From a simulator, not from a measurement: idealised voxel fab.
Name of the process module below: voxel gate over fins
Xsec cut, 215 nm wide, square cell size 5 nm.
The cross-sections in this document take the form of a grid made of square cells. They are written out as bands, in order from top to bottom. Each band consists of one or more rows of cells. For a band, the entry starts with two heights in nm, that of the top and then that of the bottom, and carries on with the band's materials in order from left to right, each alongside its width in nm; the word "throughout" beside a single material means it fills the band edge to edge, and "air" means empty space. Height reference: 0 = level under which incoming wafer is all one material. Lowest band: no bottom, runs on downward, e.g. "top 0, no bottom". Per-row width for "30 to 40": begins at first number (top row of band), ends at second number (bottom row), increment between rows held constant. It should be understood that the words "no modifications", when stated for a given step, signify that the cross-section underwent no change in any of its cells during that step. You'll see "Sealed void inventory" listing empty spaces that have no way open to the top, as long as they're 8 cells or more; the notation is width x height at distance, where the distance is from the left edge, and all of it is in nm. On each step's line, the part that comes after the settings is the simulator's own comment on the step. "overlay nm", when on a step's line for a step with a mask, measures how far to the right of its planned place the mask lay; a negative measure means to the left.

### plan
1. RECEIVE [material Si]
2. CONFORMAL_DEP [material SiN] [thk nm 5]
3. MASKED_ETCH [tone cover] [mask id FINS] [width nm 15] [pitch nm 60] [etch materials SiN] [depth nm 5] [overlay nm 0]
4. MASKED_ETCH [tone cover] [mask id FINS] [width nm 15] [pitch nm 60] [etch materials Si] [depth nm 30] [overlay nm 0]
5. FILL_DEP [material SiO2] [thk nm 5]
6. CMP [height nm 5]
7. MASKED_ETCH [tone open] [mask id RAIL] [width nm 15] [etch materials SiO2] [depth nm 30] [overlay nm 0]
8. CONFORMAL_DEP [material TiN] [thk nm 5]
9. FILL_DEP [material W] [thk nm 5]
10. CMP [height nm 5]
11. SELECTIVE_ETCH [etch materials W Ru TiN] [depth nm 25]
12. FILL_DEP [material SiO2] [thk nm 5]
13. CMP [height nm 5]
14. SELECTIVE_ETCH [etch materials SiO2] [depth nm 15]
15. STRIP [etch materials SiN]
16. CONFORMAL_DEP [material HfO2] [thk nm 5]
17. CONFORMAL_DEP [material TiN] [thk nm 5]
18. CONFORMAL_DEP [material TiAl] [thk nm 5]
19. CONFORMAL_DEP [material TiN] [thk nm 5]
20. FILL_DEP [material W] [thk nm 10]
21. CMP [height nm 25]
22. CONFORMAL_DEP [material SiN] [thk nm 5]

### Cross-section of the wafer at receipt, which is the condition after step 1
  top 0, no bottom: Si throughout
  Sealed void inventory: none

### Cross-sectional image of the first of two wafers at the end of the module, the run having proceeded as planned
  top 30, bottom 25: SiN throughout
  top 25, bottom 20: W throughout
  top 20, bottom 15: W 50, then TiN 55, then W 5, then TiN 55, then W 50
  top 15, bottom 10: W 50, then TiN 5, then TiAl 45, then TiN 5, then W 5, then TiN 5, then TiAl 45, then TiN 5, then W 50
  top 10, bottom 5: TiN 55, then TiAl 5, then TiN 35, then TiAl 5, then TiN 15, then TiAl 5, then TiN 35, then TiAl 5, then TiN 55
  top 5, bottom 0: TiAl 60, then TiN 5, then HfO2 25, then TiN 5, then TiAl 25, then TiN 5, then HfO2 25, then TiN 5, then TiAl 60
  top 0, bottom -5: TiN 65, then HfO2 5, then Si 15, then HfO2 5, then TiN 35, then HfO2 5, then Si 15, then HfO2 5, then TiN 65
  top -5, bottom -10: HfO2 70, then Si 15, then HfO2 45, then Si 15, then HfO2 70
  top -10, bottom -20: SiO2 70, then Si 15, then SiO2 45, then Si 15, then SiO2 70
  top -20, bottom -25: SiO2 70, then Si 15, then SiO2 15, then TiN 15, then SiO2 15, then Si 15, then SiO2 70
  top -25, bottom -30: SiO2 70, then Si 15, then SiO2 45, then Si 15, then SiO2 70
  top -30, no bottom: Si throughout
  Sealed void inventory: none

### Cross-section, wafer two of two, end of module: same start and plan as wafer one, one error in execution
  top 30, bottom 25: SiN throughout
  top 25, bottom 15: W throughout
  top 15, bottom 10: W 55, then TiN 45, then W 15, then TiN 45, then W 55
  top 10, bottom 5: W 55, then TiN 5, then TiAl 35, then TiN 5, then W 15, then TiN 5, then TiAl 35, then TiN 5, then W 55
  top 5, bottom 0: TiN 60, then TiAl 5, then HfO2 25, then TiAl 5, then TiN 25, then TiAl 5, then HfO2 25, then TiAl 5, then TiN 60
  top 0, bottom -5: TiAl 65, then HfO2 5, then Si 15, then HfO2 5, then TiAl 35, then HfO2 5, then Si 15, then HfO2 5, then TiAl 65
  top -5, bottom -10: HfO2 70, then Si 15, then HfO2 45, then Si 15, then HfO2 70
  top -10, bottom -20: SiO2 70, then Si 15, then SiO2 45, then Si 15, then SiO2 70
  top -20, bottom -25: SiO2 70, then Si 15, then SiO2 15, then TiN 15, then SiO2 15, then Si 15, then SiO2 70
  top -25, bottom -30: SiO2 70, then Si 15, then SiO2 45, then Si 15, then SiO2 70
  top -30, no bottom: Si throughout
  Sealed void inventory: none
Error vs. plan: step 17 from the plan never happened, it was just skipped
At the finish, the second wafer shows more or fewer cells for some materials than the first does: 51 fewer of TiN, 51 more of W
